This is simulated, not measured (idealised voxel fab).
voxel capacitor over wiring: a process module
Section shown: cut. Width: 160 nm. Cell size: 5 nm, square.
In this document a cross-section is written as a grid of square cells. It is given as a series of bands, listed from the top down, and a band is one or more rows of cells. Basically the band line says how high the top is and how high the bottom is, in nm, and then what's in it from left to right, every material with its width in nm. Empty space shows up as "air", and if a single material carries "everywhere" it runs the full band edge to edge. We count height from 0. Below that, the starting wafer is all one material. The lowest band never ends at the bottom but goes on down; see "0 and below" for how that is written. Per-row width for "30->40": begins at first number (top row of band), ends at second number (bottom row), increment between rows held constant. "no change occurred" (step): cross-section cells unchanged, all of them. "Enclosed void listing": empty spaces of 8 cells or more with no open way to the top, each given as width x height at distance, distance from the left edge, all in nm. Step line, after settings: the simulator's comment on this step. What "overlay nm" on a step's line means: if the step has a mask, that mask lay this far to the right of its planned place, or, when the value is negative, to the left. Pairs, read this way: before one process step on the one hand, after it on the other, the after cross-section ending at the lowest band that changed; the step between, settings included, beneath. Same starting wafer throughout, but possibly different runs of this module, so no pair continues from the pair above unless its entry headed "Before processing" says so.
Before processing:
* 100 down to 85  air (25) | resist (85) | air (50)
* 85 down to 75  air (25) | resist (5) | aC (75) | resist (5) | air (50)
* 75 down to 70  air (25) | resist (5) | TiN (75) | resist (5) | air (50)
* 70 down to 65  air (25) | aC (5) | TiN (75) | aC (5) | air (50)
* 65 down to 60  air (25) | aC (5) | HfO2 (75) | aC (5) | air (50)
* 60 down to 50  TiN everywhere
* 50 down to 35  SiO2 (30) | TiN (5) | Cu (5) | TiN (5) | SiO2 (115)
* 35 down to 30  SiCN (30) | TiN (15) | SiCN (115)
* 30 down to 15  SiO2 (15) | SiCN (5) | Ru (25) | SiCN (5) | SiO2 (60) | SiCN (5) | Ru (25) | SiCN (5) | SiO2 (15)
* 15 down to 10  SiCN (20) | TiN (25) | SiCN (70) | TiN (25) | SiCN (20)
* 10 down to 0  SiO2 everywhere
* 0 and below  Si everywhere
* Enclosed void listing: none
Result of Step:
* 90 down to 85  air (25) | resist (85) | air (50)
* Nothing below the height 85 has changed.
* Enclosed void listing: none
Before/after cross-sections above; step in between: DIRECTIONAL_ETCH with etch materials aC, depth nm 10
Before processing: look at the pair above, its after cross-section is where this step starts.
Result of Step:
* 85 down to 75  air (30) | aC (75) | air (55)
* 75 down to 70  air (30) | TiN (75) | air (55)
* Nothing below the height 70 has changed.
* Enclosed void listing: none
Before/after cross-sections above; step in between: STRIP with etch materials resist
Before processing:
* 60 down to 50  TiN everywhere
* 50 down to 35  SiO2 (30) | TiN (5) | Cu (5) | TiN (5) | SiO2 (115)
* 35 down to 30  SiCN (30) | TiN (15) | SiCN (115)
* 30 down to 15  SiO2 (15) | SiCN (5) | Ru (25) | SiCN (5) | SiO2 (60) | SiCN (5) | Ru (25) | SiCN (5) | SiO2 (15)
* 15 down to 10  SiCN (20) | TiN (25) | SiCN (70) | TiN (25) | SiCN (20)
* 10 down to 0  SiO2 everywhere
* 0 and below  Si everywhere
* Enclosed void listing: none
Result of Step:
* 70 down to 50  TiN everywhere
* Nothing below the height 50 has changed.
* Enclosed void listing: none
Before/after cross-sections above; step in between: DIRECTIONAL_DEP with material TiN, thk nm 10
Before processing: look at the pair above, its after cross-section is where this step starts.
Result of Step:
* 75 down to 70  HfO2 everywhere
* Nothing below the height 70 has changed.
* Enclosed void listing: none
Before/after cross-sections above; step in between: DIRECTIONAL_DEP with material HfO2, thk nm 5
Before processing: look at the pair above, its after cross-section is where this step starts.
Result of Step:
* 85 down to 75  aC everywhere
* Nothing below the height 75 has changed.
* Enclosed void listing: none
Before/after cross-sections above; step in between: DIRECTIONAL_DEP with material aC, thk nm 10
Before processing: look at the pair above, its after cross-section is where this step starts.
Result of Step:
* 115 down to 85  air (30) | resist (75) | air (55)
* Nothing below the height 85 has changed.
* Enclosed void listing: none
Before/after cross-sections above; step in between: PATTERN with tone cover, mask id UPPER_PLATE, material resist, width nm 75, thk nm 30, overlay nm 0
Before processing: look at the pair above, its after cross-section is where this step starts.
Result of Step:
* 105 down to 85  air (30) | resist (75) | air (55)
* 85 down to 75  air (30) | aC (75) | air (55)
* Nothing below the height 75 has changed.
* Enclosed void listing: none
Before/after cross-sections above; step in between: DIRECTIONAL_ETCH with etch materials aC, depth nm 10
Before processing: look at the pair above, its after cross-section is where this step starts.
Result of Step:
* 85 down to 75  air (30) | aC (75) | air (55)
* Nothing below the height 75 has changed.
* Enclosed void listing: none
Before/after cross-sections above; step in between: STRIP with etch materials resist
Before processing: look at the pair above, its after cross-section is where this step starts.
Result of Step:
* 85 down to 75  air (30) | aC (75) | air (55)
* 75 down to 70  air (30) | HfO2 (75) | air (55)
* Nothing below the height 70 has changed.
* Enclosed void listing: none
Before/after cross-sections above; step in between: DIRECTIONAL_ETCH with etch materials HfO2, depth nm 5
Before processing: look at the pair above, its after cross-section is where this step starts.
Result of Step:
* 75 down to 70  air (30) | HfO2 (75) | air (55)
* Nothing below the height 70 has changed.
* Enclosed void listing: none
Before/after cross-sections above; step in between: STRIP with etch materials aC
Before processing: look at the pair above, its after cross-section is where this step starts.
Result of Step:
* 85 down to 80  air (30) | aC (75) | air (55)
* 80 down to 75  aC everywhere
* 75 down to 70  aC (30) | HfO2 (75) | aC (55)
* Nothing below the height 70 has changed.
* Enclosed void listing: none
Before/after cross-sections above; step in between: DIRECTIONAL_DEP with material aC, thk nm 10
Before processing: look at the pair above, its after cross-section is where this step starts.
Result of Step:
* 110 down to 85  air (25) | resist (85) | air (50)
* 85 down to 80  air (25) | resist (5) | aC (75) | resist (5) | air (50)
* Nothing below the height 80 has changed.
* Enclosed void listing: none
Before/after cross-sections above; step in between: PATTERN with tone cover, mask id LOWER_PLATE, material resist, width nm 85, thk nm 25, overlay nm 0
Before processing: look at the pair above, its after cross-section is where this step starts.
Result of Step:
* 100 down to 85  air (25) | resist (85) | air (50)
* 85 down to 80  air (25) | resist (5) | aC (75) | resist (5) | air (50)
* 80 down to 75  air (25) | aC (85) | air (50)
* 75 down to 70  air (25) | aC (5) | HfO2 (75) | aC (5) | air (50)
* Nothing below the height 70 has changed.
* Enclosed void listing: none
Before/after cross-sections above; step in between: DIRECTIONAL_ETCH with etch materials aC, depth nm 10
Before processing: look at the pair above, its after cross-section is where this step starts.
Result of Step:
* 85 down to 75  air (30->25) | aC (75->85) | air (55->50)
* Nothing below the height 75 has changed.
* Enclosed void listing: none
Before/after cross-sections above; step in between: STRIP with etch materials resist
Before processing: look at the pair above, its after cross-section is where this step starts.
Result of Step:
* 85 down to 75  air (30->25) | aC (75->85) | air (55->50)
* 75 down to 70  air (25) | aC (5) | HfO2 (75) | aC (5) | air (50)
* 70 down to 60  air (25) | TiN (85) | air (50)
* Nothing below the height 60 has changed.
* Enclosed void listing: none
Before/after cross-sections above; step in between: DIRECTIONAL_ETCH with etch materials TiN, depth nm 10
Before processing: look at the pair above, its after cross-section is where this step starts.
Result of Step:
* 75 down to 70  air (30) | HfO2 (75) | air (55)
* Nothing below the height 70 has changed.
* Enclosed void listing: none
Before/after cross-sections above; step in between: STRIP with etch materials aC
Before processing: look at the pair above, its after cross-section is where this step starts.
Result of Step:
* 95 down to 75  SiO2 everywhere
* 75 down to 70  SiO2 (30) | HfO2 (75) | SiO2 (55)
* 70 down to 60  SiO2 (25) | TiN (85) | SiO2 (50)
* Nothing below the height 60 has changed.
* Enclosed void listing: none
Before/after cross-sections above; step in between: FILL_DEP with material SiO2, thk nm 20
Before processing: look at the pair above, its after cross-section is where this step starts.
Result of Step:
* 90 down to 75  SiO2 everywhere
* Nothing below the height 75 has changed.
* Enclosed void listing: none
Before/after cross-sections above; step in between: CMP with height nm 90
Before processing: look at the pair above, its after cross-section is where this step starts.
Result of Step:
* 90 down to 75  SiO2 (40) | air (15) | SiO2 (105)
* Nothing below the height 75 has changed.
* Enclosed void listing: none
Before/after cross-sections above; step in between: MASKED_ETCH with tone open, mask id PLUG_2, width nm 15, etch materials SiO2, depth nm 15, overlay nm 0
Before processing: look at the pair above, its after cross-section is where this step starts.
Result of Step:
* 95 down to 90  TiN (45) | air (5) | TiN (110)
* 90 down to 80  SiO2 (40) | TiN (5) | air (5) | TiN (5) | SiO2 (105)
* 80 down to 75  SiO2 (40) | TiN (15) | SiO2 (105)
* Nothing below the height 75 has changed.
* Enclosed void listing: none
Before/after cross-sections above; step in between: CONFORMAL_DEP with material TiN, thk nm 5
Before processing: look at the pair above, its after cross-section is where this step starts.
Result of Step:
* 100 down to 95  Cu everywhere
* 95 down to 90  TiN (45) | Cu (5) | TiN (110)
* 90 down to 80  SiO2 (40) | TiN (5) | Cu (5) | TiN (5) | SiO2 (105)
* Nothing below the height 80 has changed.
* Enclosed void listing: none
Before/after cross-sections above; step in between: FILL_DEP with material Cu, thk nm 5
Before processing: look at the pair above, its after cross-section is where this step starts.
Result of Step:
* 90 down to 80  SiO2 (40) | TiN (5) | Cu (5) | TiN (5) | SiO2 (105)
* Nothing below the height 80 has changed.
* Enclosed void listing: none
Before/after cross-sections above; step in between: CMP with height nm 90
Before processing: look at the pair above, its after cross-section is where this step starts.
Result of Step:
* 95 down to 90  SiN everywhere
* Nothing below the height 90 has changed.
* Enclosed void listing: none
Before/after cross-sections above; step in between: CONFORMAL_DEP with material SiN, thk nm 5
Before processing:
* 0 and below  Si everywhere
* Enclosed void listing: none
Result of Step:
* 5 down to 0  SiO2 everywhere
* Nothing below the height 0 has changed.
* Enclosed void listing: none
Before/after cross-sections above; step in between: CONFORMAL_DEP with material SiO2, thk nm 5
Before processing: look at the pair above, its after cross-section is where this step starts.
Result of Step:
* 10 down to 5  TiN everywhere
* Nothing below the height 5 has changed.
* Enclosed void listing: none
Before/after cross-sections above; step in between: DIRECTIONAL_DEP with material TiN, thk nm 5
Before processing: look at the pair above, its after cross-section is where this step starts.
Result of Step:
* 25 down to 10  Ru everywhere
* Nothing below the height 10 has changed.
* Enclosed void listing: none
Before/after cross-sections above; step in between: DIRECTIONAL_DEP with material Ru, thk nm 15
Before processing: look at the pair above, its after cross-section is where this step starts.
Result of Step:
* 45 down to 25  air (20) | resist (25) | air (70) | resist (25) | air (20)
* Nothing below the height 25 has changed.
* Enclosed void listing: none
Before/after cross-sections above; step in between: PATTERN with tone cover, mask id METAL_1, material resist, width nm 25, pitch nm 95, thk nm 20, overlay nm 0
Before processing: look at the pair above, its after cross-section is where this step starts.
Result of Step:
* 45 down to 25  air (20) | resist (25) | air (70) | resist (25) | air (20)
* 25 down to 10  air (20) | Ru (25) | air (70) | Ru (25) | air (20)
* Nothing below the height 10 has changed.
* Enclosed void listing: none
Before/after cross-sections above; step in between: DIRECTIONAL_ETCH with etch materials Ru, depth nm 15
Before processing: look at the pair above, its after cross-section is where this step starts.
Result of Step:
* 45 down to 25  air (20) | resist (25) | air (70) | resist (25) | air (20)
* 25 down to 10  air (20) | Ru (25) | air (70) | Ru (25) | air (20)
* 10 down to 5  air (20) | TiN (25) | air (70) | TiN (25) | air (20)
* Nothing below the height 5 has changed.
* Enclosed void listing: none
Before/after cross-sections above; step in between: DIRECTIONAL_ETCH with etch materials TiN, depth nm 5
Before processing: look at the pair above, its after cross-section is where this step starts.
Result of Step:
* 25 down to 10  air (20) | Ru (25) | air (70) | Ru (25) | air (20)
* Nothing below the height 10 has changed.
* Enclosed void listing: none
Before/after cross-sections above; step in between: STRIP with etch materials resist
Before processing: look at the pair above, its after cross-section is where this step starts.
Result of Step:
* 30 down to 25  air (15) | SiCN (35) | air (60) | SiCN (35) | air (15)
* 25 down to 10  air (15) | SiCN (5) | Ru (25) | SiCN (5) | air (60) | SiCN (5) | Ru (25) | SiCN (5) | air (15)
* 10 down to 5  SiCN (20) | TiN (25) | SiCN (70) | TiN (25) | SiCN (20)
* Nothing below the height 5 has changed.
* Enclosed void listing: none
Before/after cross-sections above; step in between: CONFORMAL_DEP with material SiCN, thk nm 5
Before processing: look at the pair above, its after cross-section is where this step starts.
Result of Step:
* 35 down to 30  SiO2 everywhere
* 30 down to 25  SiO2 (15) | SiCN (35) | SiO2 (60) | SiCN (35) | SiO2 (15)
* 25 down to 10  SiO2 (15) | SiCN (5) | Ru (25) | SiCN (5) | SiO2 (60) | SiCN (5) | Ru (25) | SiCN (5) | SiO2 (15)
* Nothing below the height 10 has changed.
* Enclosed void listing: none
Before/after cross-sections above; step in between: FILL_DEP with material SiO2, thk nm 5
Before processing: look at the pair above, its after cross-section is where this step starts.
Result of Step:
* 30 down to 25  SiO2 (15) | SiCN (35) | SiO2 (60) | SiCN (35) | SiO2 (15)
* Nothing below the height 25 has changed.
* Enclosed void listing: none
Before/after cross-sections above; step in between: CMP with height nm 30
Before processing: look at the pair above, its after cross-section is where this step starts.
Result of Step:
* 35 down to 30  SiCN everywhere
* Nothing below the height 30 has changed.
* Enclosed void listing: none
Before/after cross-sections above; step in between: CONFORMAL_DEP with material SiCN, thk nm 5
Before processing: look at the pair above, its after cross-section is where this step starts.
Result of Step:
* 50 down to 35  SiO2 everywhere
* Nothing below the height 35 has changed.
* Enclosed void listing: none
Before/after cross-sections above; step in between: DIRECTIONAL_DEP with material SiO2, thk nm 15
Before processing: look at the pair above, its after cross-section is where this step starts.
Result of Step:
* 60 down to 50  aC everywhere
* Nothing below the height 50 has changed.
* Enclosed void listing: none
Before/after cross-sections above; step in between: DIRECTIONAL_DEP with material aC, thk nm 10
Before processing: look at the pair above, its after cross-section is where this step starts.
Result of Step:
* 85 down to 60  resist (30) | air (15) | resist (115)
* Nothing below the height 60 has changed.
* Enclosed void listing: none
Before/after cross-sections above; step in between: PATTERN with tone open, mask id PLUG_1, material resist, width nm 15, thk nm 25, overlay nm 0
Before processing: look at the pair above, its after cross-section is where this step starts.
Result of Step:
* 75 down to 60  resist (30) | air (15) | resist (115)
* 60 down to 50  aC (30) | air (15) | aC (115)
* Nothing below the height 50 has changed.
* Enclosed void listing: none
Before/after cross-sections above; step in between: DIRECTIONAL_ETCH with etch materials aC, depth nm 10
Before processing: look at the pair above, its after cross-section is where this step starts.
Result of Step:
* 60 down to 50  aC (30) | air (15) | aC (115)
* Nothing below the height 50 has changed.
* Enclosed void listing: none
Before/after cross-sections above; step in between: STRIP with etch materials resist
Before processing: look at the pair above, its after cross-section is where this step starts.
Result of Step:
* 60 down to 50  aC (30) | air (15) | aC (115)
* 50 down to 35  SiO2 (30) | air (15) | SiO2 (115)
* Nothing below the height 35 has changed.
* Enclosed void listing: none
Before/after cross-sections above; step in between: DIRECTIONAL_ETCH with etch materials SiO2, depth nm 15
Before processing: look at the pair above, its after cross-section is where this step starts.
Result of Step:
* 60 down to 50  aC (30) | air (15) | aC (115)
* 50 down to 35  SiO2 (30) | air (15) | SiO2 (115)
* 35 down to 30  SiCN (30) | air (15) | SiCN (115)
* Nothing below the height 30 has changed.
* Enclosed void listing: none
Before/after cross-sections above; step in between: DIRECTIONAL_ETCH with etch materials SiCN, depth nm 5
Before processing: look at the pair above, its after cross-section is where this step starts.
Result of Step:
* 50 down to 35  SiO2 (30) | air (15) | SiO2 (115)
* Nothing below the height 35 has changed.
* Enclosed void listing: none
Before/after cross-sections above; step in between: STRIP with etch materials aC
Before processing: look at the pair above, its after cross-section is where this step starts.
Result of Step:
* 55 down to 50  TiN (35) | air (5) | TiN (120)
* 50 down to 35  SiO2 (30) | TiN (5) | air (5) | TiN (5) | SiO2 (115)
* 35 down to 30  SiCN (30) | TiN (15) | SiCN (115)
* Nothing below the height 30 has changed.
* Enclosed void listing: none
Before/after cross-sections above; step in between: CONFORMAL_DEP with material TiN, thk nm 5
Before processing: look at the pair above, its after cross-section is where this step starts.
Result of Step:
* 60 down to 55  Cu everywhere
* 55 down to 50  TiN (35) | Cu (5) | TiN (120)
* 50 down to 35  SiO2 (30) | TiN (5) | Cu (5) | TiN (5) | SiO2 (115)
* Nothing below the height 35 has changed.
* Enclosed void listing: none
Before/after cross-sections above; step in between: FILL_DEP with material Cu, thk nm 5
Before processing: look at the pair above, its after cross-section is where this step starts.
Result of Step:
* 50 down to 35  SiO2 (30) | TiN (5) | Cu (5) | TiN (5) | SiO2 (115)
* Nothing below the height 35 has changed.
* Enclosed void listing: none
Before/after cross-sections above; step in between: CMP with height nm 50
Before processing: look at the pair above, its after cross-section is where this step starts.
Result of Step:
* 60 down to 50  TiN everywhere
* Nothing below the height 50 has changed.
* Enclosed void listing: none
Before/after cross-sections above; step in between: DIRECTIONAL_DEP with material TiN, thk nm 10
Before processing: look at the pair above, its after cross-section is where this step starts.
Result of Step:
* 65 down to 60  HfO2 everywhere
* Nothing below the height 60 has changed.
* Enclosed void listing: none
Before/after cross-sections above; step in between: DIRECTIONAL_DEP with material HfO2, thk nm 5
Before processing: look at the pair above, its after cross-section is where this step starts.
Result of Step:
* 75 down to 65  TiN everywhere
* Nothing below the height 65 has changed.
* Enclosed void listing: none
Before/after cross-sections above; step in between: DIRECTIONAL_DEP with material TiN, thk nm 10
Before processing: look at the pair above, its after cross-section is where this step starts.
Result of Step:
* 85 down to 75  aC everywhere
* Nothing below the height 75 has changed.
* Enclosed void listing: none
Before/after cross-sections above; step in between: DIRECTIONAL_DEP with material aC, thk nm 10
Before processing: look at the pair above, its after cross-section is where this step starts.
Result of Step:
* 115 down to 85  air (30) | resist (75) | air (55)
* Nothing below the height 85 has changed.
* Enclosed void listing: none
Before/after cross-sections above; step in between: PATTERN with tone cover, mask id UPPER_PLATE, material resist, width nm 75, thk nm 30, overlay nm 0
Before processing: look at the pair above, its after cross-section is where this step starts.
Result of Step:
* 105 down to 85  air (30) | resist (75) | air (55)
* 85 down to 75  air (30) | aC (75) | air (55)
* Nothing below the height 75 has changed.
* Enclosed void listing: none
Before/after cross-sections above; step in between: DIRECTIONAL_ETCH with etch materials aC, depth nm 10
Before processing: look at the pair above, its after cross-section is where this step starts.
Result of Step:
* 85 down to 75  air (30) | aC (75) | air (55)
* Nothing below the height 75 has changed.
* Enclosed void listing: none
Before/after cross-sections above; step in between: STRIP with etch materials resist
Before processing: look at the pair above, its after cross-section is where this step starts.
Result of Step:
* 85 down to 75  air (30) | aC (75) | air (55)
* 75 down to 65  air (30) | TiN (75) | air (55)
* Nothing below the height 65 has changed.
* Enclosed void listing: none
Before/after cross-sections above; step in between: DIRECTIONAL_ETCH with etch materials TiN, depth nm 10
Before processing: look at the pair above, its after cross-section is where this step starts.
Result of Step:
* 85 down to 75  air (30) | aC (75) | air (55)
* 75 down to 65  air (30) | TiN (75) | air (55)
* 65 down to 60  air (30) | HfO2 (75) | air (55)
* Nothing below the height 60 has changed.
* Enclosed void listing: none
Before/after cross-sections above; step in between: DIRECTIONAL_ETCH with etch materials HfO2, depth nm 5
Before processing: look at the pair above, its after cross-section is where this step starts.
Result of Step:
* 75 down to 65  air (30) | TiN (75) | air (55)
* Nothing below the height 65 has changed.
* Enclosed void listing: none
Before/after cross-sections above; step in between: STRIP with etch materials aC
Before processing: look at the pair above, its after cross-section is where this step starts.
Result of Step:
* 85 down to 75  air (30) | aC (75) | air (55)
* 75 down to 70  air (30) | TiN (75) | air (55)
* 70 down to 65  aC (30) | TiN (75) | aC (55)
* 65 down to 60  aC (30) | HfO2 (75) | aC (55)
* Nothing below the height 60 has changed.
* Enclosed void listing: none
Before/after cross-sections above; step in between: DIRECTIONAL_DEP with material aC, thk nm 10
Before processing: look at the pair above, its after cross-section is where this step starts.
Result of Step:
* 110 down to 85  air (25) | resist (85) | air (50)
* 85 down to 75  air (25) | resist (5) | aC (75) | resist (5) | air (50)
* 75 down to 70  air (25) | resist (5) | TiN (75) | resist (5) | air (50)
* Nothing below the height 70 has changed.
* Enclosed void listing: none
Before/after cross-sections above; step in between: PATTERN with tone cover, mask id LOWER_PLATE, material resist, width nm 85, thk nm 25, overlay nm 0
Before processing: look at the pair above, its after cross-section is where this step starts.
Result of Step:
* 100 down to 85  air (25) | resist (85) | air (50)
* 85 down to 75  air (25) | resist (5) | aC (75) | resist (5) | air (50)
* 75 down to 70  air (25) | resist (5) | TiN (75) | resist (5) | air (50)
* 70 down to 65  air (25) | aC (5) | TiN (75) | aC (5) | air (50)
* 65 down to 60  air (25) | aC (5) | HfO2 (75) | aC (5) | air (50)
* Nothing below the height 60 has changed.
* Enclosed void listing: none
Before/after cross-sections above; step in between: DIRECTIONAL_ETCH with etch materials aC, depth nm 10
Before processing: look at the pair above, its after cross-section is where this step starts.
Result of Step:
* 85 down to 75  air (30) | aC (75) | air (55)
* 75 down to 70  air (30) | TiN (75) | air (55)
* Nothing below the height 70 has changed.
* Enclosed void listing: none
Before/after cross-sections above; step in between: STRIP with etch materials resist
Before processing: look at the pair above, its after cross-section is where this step starts.
Result of Step:
* 85 down to 75  air (30) | aC (75) | air (55)
* 75 down to 70  air (30) | TiN (75) | air (55)
* 70 down to 65  air (25) | aC (5) | TiN (75) | aC (5) | air (50)
* 65 down to 60  air (25) | aC (5) | HfO2 (75) | aC (5) | air (50)
* 60 down to 50  air (25) | TiN (85) | air (50)
* Nothing below the height 50 has changed.
* Enclosed void listing: none
Before/after cross-sections above; step in between: DIRECTIONAL_ETCH with etch materials TiN, depth nm 10
Before processing: look at the pair above, its after cross-section is where this step starts.
Result of Step:
* 75 down to 65  air (30) | TiN (75) | air (55)
* 65 down to 60  air (30) | HfO2 (75) | air (55)
* Nothing below the height 60 has changed.
* Enclosed void listing: none
Before/after cross-sections above; step in between: STRIP with etch materials aC
Before processing: look at the pair above, its after cross-section is where this step starts.
Result of Step:
* 95 down to 75  SiO2 everywhere
* 75 down to 65  SiO2 (30) | TiN (75) | SiO2 (55)
* 65 down to 60  SiO2 (30) | HfO2 (75) | SiO2 (55)
* 60 down to 50  SiO2 (25) | TiN (85) | SiO2 (50)
* Nothing below the height 50 has changed.
* Enclosed void listing: none
Before/after cross-sections above; step in between: FILL_DEP with material SiO2, thk nm 20
Before processing: look at the pair above, its after cross-section is where this step starts.
Result of Step:
* 90 down to 75  SiO2 everywhere
* Nothing below the height 75 has changed.
* Enclosed void listing: none
Before/after cross-sections above; step in between: CMP with height nm 90
Before processing: look at the pair above, its after cross-section is where this step starts.
Result of Step:
* 90 down to 75  SiO2 (40) | air (15) | SiO2 (105)
* Nothing below the height 75 has changed.
* Enclosed void listing: none
Before/after cross-sections above; step in between: MASKED_ETCH with tone open, mask id PLUG_2, width nm 15, etch materials SiO2, depth nm 15, overlay nm 0
Before processing: look at the pair above, its after cross-section is where this step starts.
Result of Step:
* 95 down to 90  TiN (45) | air (5) | TiN (110)
* 90 down to 80  SiO2 (40) | TiN (5) | air (5) | TiN (5) | SiO2 (105)
* 80 down to 75  SiO2 (40) | TiN (15) | SiO2 (105)
* Nothing below the height 75 has changed.
* Enclosed void listing: none
Before/after cross-sections above; step in between: CONFORMAL_DEP with material TiN, thk nm 5
Before processing: look at the pair above, its after cross-section is where this step starts.
Result of Step:
* 100 down to 95  Cu everywhere
* 95 down to 90  TiN (45) | Cu (5) | TiN (110)
* 90 down to 80  SiO2 (40) | TiN (5) | Cu (5) | TiN (5) | SiO2 (105)
* Nothing below the height 80 has changed.
* Enclosed void listing: none
Before/after cross-sections above; step in between: FILL_DEP with material Cu, thk nm 5
Before processing: look at the pair above, its after cross-section is where this step starts.
Result of Step:
* 90 down to 80  SiO2 (40) | TiN (5) | Cu (5) | TiN (5) | SiO2 (105)
* Nothing below the height 80 has changed.
* Enclosed void listing: none
Before/after cross-sections above; step in between: CMP with height nm 90
Before processing: look at the pair above, its after cross-section is where this step starts.
Result of Step:
* 95 down to 90  SiN everywhere
* Nothing below the height 90 has changed.
* Enclosed void listing: none
Before/after cross-sections above; step in between: CONFORMAL_DEP with material SiN, thk nm 5
Before processing:
* 85 down to 75  aC everywhere
* 75 down to 65  TiN everywhere
* 65 down to 60  HfO2 everywhere
* 60 down to 50  TiN everywhere
* 50 down to 35  SiO2 (30) | TiN (5) | Cu (5) | TiN (5) | SiO2 (115)
* 35 down to 30  SiCN (30) | TiN (15) | SiCN (115)
* 30 down to 15  SiO2 (15) | SiCN (5) | Ru (25) | SiCN (5) | SiO2 (60) | SiCN (5) | Ru (25) | SiCN (5) | SiO2 (15)
* 15 down to 10  SiCN (20) | TiN (25) | SiCN (70) | TiN (25) | SiCN (20)
* 10 down to 0  SiO2 everywhere
* 0 and below  Si everywhere
* Enclosed void listing: none
Result of Step:
* 115 down to 85  air (35) | resist (70) | air (55)
* Nothing below the height 85 has changed.
* Enclosed void listing: none
Before/after cross-sections above; step in between: PATTERN with tone cover, mask id UPPER_PLATE, material resist, width nm 70, thk nm 30, overlay nm 0
Before processing: look at the pair above, its after cross-section is where this step starts.
Result of Step:
* 105 down to 85  air (35) | resist (70) | air (55)
* 85 down to 75  air (35) | aC (70) | air (55)
* Nothing below the height 75 has changed.
* Enclosed void listing: none
Before/after cross-sections above; step in between: DIRECTIONAL_ETCH with etch materials aC, depth nm 10
Before processing: look at the pair above, its after cross-section is where this step starts.
Result of Step:
* 85 down to 75  air (35) | aC (70) | air (55)
* Nothing below the height 75 has changed.
* Enclosed void listing: none
Before/after cross-sections above; step in between: STRIP with etch materials resist
Before processing: look at the pair above, its after cross-section is where this step starts.
Result of Step:
* 85 down to 75  air (35) | aC (70) | air (55)
* 75 down to 65  air (35) | TiN (70) | air (55)
* Nothing below the height 65 has changed.
* Enclosed void listing: none
Before/after cross-sections above; step in between: DIRECTIONAL_ETCH with etch materials TiN, depth nm 10
Before processing: look at the pair above, its after cross-section is where this step starts.
Result of Step:
* 85 down to 75  air (35) | aC (70) | air (55)
* 75 down to 65  air (35) | TiN (70) | air (55)
* 65 down to 60  air (35) | HfO2 (70) | air (55)
* Nothing below the height 60 has changed.
* Enclosed void listing: none
Before/after cross-sections above; step in between: DIRECTIONAL_ETCH with etch materials HfO2, depth nm 5
Before processing: look at the pair above, its after cross-section is where this step starts.
Result of Step:
* 75 down to 65  air (35) | TiN (70) | air (55)
* Nothing below the height 65 has changed.
* Enclosed void listing: none
Before/after cross-sections above; step in between: STRIP with etch materials aC
Before processing: look at the pair above, its after cross-section is where this step starts.
Result of Step:
* 85 down to 75  air (35) | aC (70) | air (55)
* 75 down to 70  air (35) | TiN (70) | air (55)
* 70 down to 65  aC (35) | TiN (70) | aC (55)
* 65 down to 60  aC (35) | HfO2 (70) | aC (55)
* Nothing below the height 60 has changed.
* Enclosed void listing: none
Before/after cross-sections above; step in between: DIRECTIONAL_DEP with material aC, thk nm 10
Before processing: look at the pair above, its after cross-section is where this step starts.
Result of Step:
* 110 down to 85  air (25) | resist (85) | air (50)
* 85 down to 75  air (25) | resist (10) | aC (70) | resist (5) | air (50)
* 75 down to 70  air (25) | resist (10) | TiN (70) | resist (5) | air (50)
* Nothing below the height 70 has changed.
* Enclosed void listing: none
Before/after cross-sections above; step in between: PATTERN with tone cover, mask id LOWER_PLATE, material resist, width nm 85, thk nm 25, overlay nm 0
Before processing: look at the pair above, its after cross-section is where this step starts.
Result of Step:
* 100 down to 85  air (25) | resist (85) | air (50)
* 85 down to 75  air (25) | resist (10) | aC (70) | resist (5) | air (50)
* 75 down to 70  air (25) | resist (10) | TiN (70) | resist (5) | air (50)
* 70 down to 65  air (25) | aC (10) | TiN (70) | aC (5) | air (50)
* 65 down to 60  air (25) | aC (10) | HfO2 (70) | aC (5) | air (50)
* Nothing below the height 60 has changed.
* Enclosed void listing: none
Before/after cross-sections above; step in between: DIRECTIONAL_ETCH with etch materials aC, depth nm 10
Before processing: look at the pair above, its after cross-section is where this step starts.
Result of Step:
* 85 down to 75  air (35) | aC (70) | air (55)
* 75 down to 70  air (35) | TiN (70) | air (55)
* Nothing below the height 70 has changed.
* Enclosed void listing: none
Before/after cross-sections above; step in between: STRIP with etch materials resist
Before processing: look at the pair above, its after cross-section is where this step starts.
Result of Step:
* 85 down to 75  air (35) | aC (70) | air (55)
* 75 down to 70  air (35) | TiN (70) | air (55)
* 70 down to 65  air (25) | aC (10) | TiN (70) | aC (5) | air (50)
* 65 down to 60  air (25) | aC (10) | HfO2 (70) | aC (5) | air (50)
* 60 down to 50  air (25) | TiN (85) | air (50)
* Nothing below the height 50 has changed.
* Enclosed void listing: none
Before/after cross-sections above; step in between: DIRECTIONAL_ETCH with etch materials TiN, depth nm 10
Before processing: look at the pair above, its after cross-section is where this step starts.
Result of Step:
* 75 down to 65  air (35) | TiN (70) | air (55)
* 65 down to 60  air (35) | HfO2 (70) | air (55)
* Nothing below the height 60 has changed.
* Enclosed void listing: none
Before/after cross-sections above; step in between: STRIP with etch materials aC
Before processing: look at the pair above, its after cross-section is where this step starts.
Result of Step:
* 95 down to 75  SiO2 everywhere
* 75 down to 65  SiO2 (35) | TiN (70) | SiO2 (55)
* 65 down to 60  SiO2 (35) | HfO2 (70) | SiO2 (55)
* 60 down to 50  SiO2 (25) | TiN (85) | SiO2 (50)
* Nothing below the height 50 has changed.
* Enclosed void listing: none
Before/after cross-sections above; step in between: FILL_DEP with material SiO2, thk nm 20
Before processing: look at the pair above, its after cross-section is where this step starts.
Result of Step:
* 90 down to 75  SiO2 everywhere
* Nothing below the height 75 has changed.
* Enclosed void listing: none
Before/after cross-sections above; step in between: CMP with height nm 90
Before processing: look at the pair above, its after cross-section is where this step starts.
Result of Step:
* 90 down to 75  SiO2 (40) | air (15) | SiO2 (105)
* Nothing below the height 75 has changed.
* Enclosed void listing: none
Before/after cross-sections above; step in between: MASKED_ETCH with tone open, mask id PLUG_2, width nm 15, etch materials SiO2, depth nm 15, overlay nm 0
Before processing: look at the pair above, its after cross-section is where this step starts.
Result of Step:
* 95 down to 90  TiN (45) | air (5) | TiN (110)
* 90 down to 80  SiO2 (40) | TiN (5) | air (5) | TiN (5) | SiO2 (105)
* 80 down to 75  SiO2 (40) | TiN (15) | SiO2 (105)
* Nothing below the height 75 has changed.
* Enclosed void listing: none
Before/after cross-sections above; step in between: CONFORMAL_DEP with material TiN, thk nm 5
Before processing: look at the pair above, its after cross-section is where this step starts.
Result of Step:
* 100 down to 95  Cu everywhere
* 95 down to 90  TiN (45) | Cu (5) | TiN (110)
* 90 down to 80  SiO2 (40) | TiN (5) | Cu (5) | TiN (5) | SiO2 (105)
* Nothing below the height 80 has changed.
* Enclosed void listing: none
Before/after cross-sections above; step in between: FILL_DEP with material Cu, thk nm 5
